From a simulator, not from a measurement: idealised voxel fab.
The process module presented herein is designated voxel double patterning.
It is cross-section cut that appears here, measuring 235 nm in width, its square cells being 5 nm in size.
Each cross-section below is a grid of square cells, stated as bands in top-down order, with one or more rows of cells making up each band. The entry gives the band's vertical extent as a top height and a bottom height in nm, then its horizontal make-up as materials from left to right, each with a width in nm. "empty" stands for empty space; a single material marked "all across" fills the band edge to edge. Convention: height 0 is the level below which the wafer, as received, is all one material. The lowest band does not terminate at the bottom but continues downward, represented as "0 -> down". You'd read "30 to 40" like this: the band's top row of cells is as wide as the first number, its bottom row is as wide as the second, and going down, every row changes width by the same amount as the row before did. "nothing was modified" means the step left every cell of the cross-section as it was. The entry titled "Closed internal voids" provides the empty spaces that have no open way to the top, restricted to those of 8 cells or more. Each is presented as width x height at distance, the distance being measured from the left edge, with all three in nm. Whatever follows a step's settings on its line is a remark the simulator itself makes about that step. overlay nm: mask offset rightward from planned place, masked step; negative means leftward offset.
[So here's the lineup of process steps we planned]
1. RECEIVE [material Si]
2. CONFORMAL_DEP [material SiO2] [thk nm 10]
3. DIRECTIONAL_DEP [material W] [thk nm 15]
4. DIRECTIONAL_DEP [material SiN] [thk nm 5]
5. PATTERN [tone open] [mask id FIRST] [material resist] [width nm 15] [pitch nm 50] [thk nm 20] [overlay nm 0]
6. DIRECTIONAL_ETCH [etch materials SiN] [depth nm 5]
7. STRIP [etch materials resist]
8. MASKED_ETCH [tone open] [mask id SECOND] [width nm 15] [etch materials SiN] [depth nm 5] [overlay nm 0]
9. DIRECTIONAL_ETCH [etch materials W] [depth nm 15]
10. STRIP [etch materials SiN]
[First of two wafers: run as planned]
[Cross-section of the incoming wafer, state after step 1]
- 0 -> down: Si all across
- Closed internal voids: none
[Once step 2 is through, the wafer looks like this in cross-section]
- 10 -> 0: SiO2 all across
- Everything below 0 is unchanged.
[Once step 3 is through, the wafer looks like this in cross-section]
- 25 -> 10: W all across
- Everything below 10 is unchanged.
[Once step 4 is through, the wafer looks like this in cross-section]
- 30 -> 25: SiN all across
- Everything below 25 is unchanged.
[Once step 5 is through, the wafer looks like this in cross-section]
- 50 -> 30: resist: 85, empty: 15, resist: 35, empty: 15, resist: 85
- Everything below 30 is unchanged.
[Once step 6 is through, the wafer looks like this in cross-section]
- 50 -> 30: resist: 85, empty: 15, resist: 35, empty: 15, resist: 85
- 30 -> 25: SiN: 85, empty: 15, SiN: 35, empty: 15, SiN: 85
- Everything below 25 is unchanged.
[Once step 7 is through, the wafer looks like this in cross-section]
- 30 -> 25: SiN: 85, empty: 15, SiN: 35, empty: 15, SiN: 85
- Everything below 25 is unchanged.
[Once step 8 is through, the wafer looks like this in cross-section]
- 30 -> 25: SiN: 85, empty: 15, SiN: 10, empty: 15, SiN: 10, empty: 15, SiN: 85
- Everything below 25 is unchanged.
[Once step 9 is through, the wafer looks like this in cross-section]
- 30 -> 25: SiN: 85, empty: 15, SiN: 10, empty: 15, SiN: 10, empty: 15, SiN: 85
- 25 -> 10: W: 85, empty: 15, W: 10, empty: 15, W: 10, empty: 15, W: 85
- Everything below 10 is unchanged.
[Once step 10 is through, the wafer looks like this in cross-section]
- 25 -> 10: W: 85, empty: 15, W: 10, empty: 15, W: 10, empty: 15, W: 85
- Everything below 10 is unchanged.
[The second wafer began exactly as the first did and followed the same plan, but one mistake was made while running it; through step 2 inclusive, the two wafers are identical]
[X-section, second wafer, when step 3 was due to finish]
- 15 -> 10: W all across
- Everything below 10 is unchanged.
[X-section, second wafer, when step 4 was due to finish]
- 20 -> 15: SiN all across
- Everything below 15 is unchanged.
[X-section, second wafer, when step 5 was due to finish]
- 40 -> 20: resist: 85, empty: 15, resist: 35, empty: 15, resist: 85
- Everything below 20 is unchanged.
[X-section, second wafer, when step 6 was due to finish]
- 40 -> 20: resist: 85, empty: 15, resist: 35, empty: 15, resist: 85
- 20 -> 15: SiN: 85, empty: 15, SiN: 35, empty: 15, SiN: 85
- Everything below 15 is unchanged.
[X-section, second wafer, when step 7 was due to finish]
- 20 -> 15: SiN: 85, empty: 15, SiN: 35, empty: 15, SiN: 85
- Everything below 15 is unchanged.
[X-section, second wafer, when step 8 was due to finish]
- 20 -> 15: SiN: 85, empty: 15, SiN: 10, empty: 15, SiN: 10, empty: 15, SiN: 85
- Everything below 15 is unchanged.
[X-section, second wafer, when step 9 was due to finish]
- 20 -> 15: SiN: 85, empty: 15, SiN: 10, empty: 15, SiN: 10, empty: 15, SiN: 85
- 15 -> 10: W: 85, empty: 15, W: 10, empty: 15, W: 10, empty: 15, W: 85
- Everything below 10 is unchanged.
[X-section, second wafer, when step 10 was due to finish]
- 15 -> 10: W: 85, empty: 15, W: 10, empty: 15, W: 10, empty: 15, W: 85
- Everything below 10 is unchanged.
Nonconformance to the process plan: heads up, step 3 didn't go per plan, it actually ran as DIRECTIONAL_DEP [material W] [thk nm 5]
End check, counted in cells, second wafer has more or fewer of these materials than the first: -76 W
